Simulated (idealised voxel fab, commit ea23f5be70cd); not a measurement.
The process module presented herein is designated voxel self aligned vias.
Square cells of 5 nm make up the cross-section cut, whose width is 170 nm.
Cross-section spec: square-cell grid; bands listed top down; each band is one or more rows.
Within each band entry, the heights of the top and of the bottom of the band appear first, in that order and in nm; the materials of the band then follow from left to right, each with its corresponding width in nm. The designation "full width" on a single material indicates that it fills the band from edge to edge; the designation "empty" indicates empty space.
Note: height 0 marks the level under which the wafer is uniformly one material as received. Lowest band unbounded below, written "z 0 and below".
You'd read "30..40" like this: the band's top row of cells is as wide as the first number, its bottom row is as wide as the second, and going down, every row changes width by the same amount as the row before did.
No cell of the cross-section changed in a step that is given as "nothing was modified".
Entry "Sealed internal voids". Content: empty spaces with no open connection to the top, size 8 cells or greater. Each: width x height at distance. Distance: from left edge. Unit: nm.
What comes after the settings on a step's line is commentary from the simulator itself on that step.
A step's line can hold "overlay nm"; with a mask on that step, the setting says how far right of the planned place the mask lay, while a negative setting says it lay to the left.
Steps planned for the process
1) RECEIVE, material Si
2) CONFORMAL_DEP, material SiO2, thk nm 15
3) CONFORMAL_DEP, material SiCN, thk nm 5
4) DIRECTIONAL_DEP, material lowk, thk nm 20
5) PATTERN, tone open, mask id LINES, material resist, width nm 20, pitch nm 50, thk nm 20, overlay nm 0
6) DIRECTIONAL_ETCH, etch materials lowk, depth nm 20
7) STRIP, etch materials resist
8) CONFORMAL_DEP, material TiN, thk nm 5
9) FILL_DEP, material Ru, thk nm 5
10) CMP, height nm 40
11) SELECTIVE_ETCH, etch materials W Ru TiN, depth nm 5
12) FILL_DEP, material SiN, thk nm 10
13) CMP, height nm 40
14) DIRECTIONAL_DEP, material lowk, thk nm 15
15) MASKED_ETCH, tone open, mask id VIAS, width nm 30, etch materials lowk, depth nm 15, overlay nm -15
16) MASKED_ETCH, tone open, mask id VIAS, width nm 30, etch materials SiN, depth nm 5, overlay nm 0
17) CONFORMAL_DEP, material TiN, thk nm 5
18) FILL_DEP, material Ru, thk nm 10
19) CMP, height nm 55
20) CONFORMAL_DEP, material SiN, thk nm 5
The overlay nm used in step 15 is not the same on every wafer, whereas the starting condition is; the value printed in the plan is the first wafer's.
The first of several wafers, as received after step 1, seen in section
* z 0 and below  Si full width
* Sealed internal voids: none
Rows = wafers. At module end, each row lists per material the cells gained (+) or lost (-) since the wafer was received, then the closed voids
overlay nm -15 | +16 Ru | +34 SiCN | +40 SiN | +102 SiO2 | +28 TiN | +188 lowk | Sealed internal voids: none
overlay nm -10 | +17 Ru | +34 SiCN | +39 SiN | +102 SiO2 | +28 TiN | +188 lowk | Sealed internal voids: none
overlay nm -5 | +18 Ru | +34 SiCN | +38 SiN | +102 SiO2 | +28 TiN | +188 lowk | Sealed internal voids: none
overlay nm 0 | +18 Ru | +34 SiCN | +38 SiN | +102 SiO2 | +28 TiN | +188 lowk | Sealed internal voids: none
overlay nm 5 | +18 Ru | +34 SiCN | +38 SiN | +102 SiO2 | +28 TiN | +188 lowk | Sealed internal voids: none
overlay nm 10 | +17 Ru | +34 SiCN | +39 SiN | +102 SiO2 | +28 TiN | +188 lowk | Sealed internal voids: none
overlay nm 15 | +16 Ru | +34 SiCN | +40 SiN | +102 SiO2 | +28 TiN | +188 lowk | Sealed internal voids: none
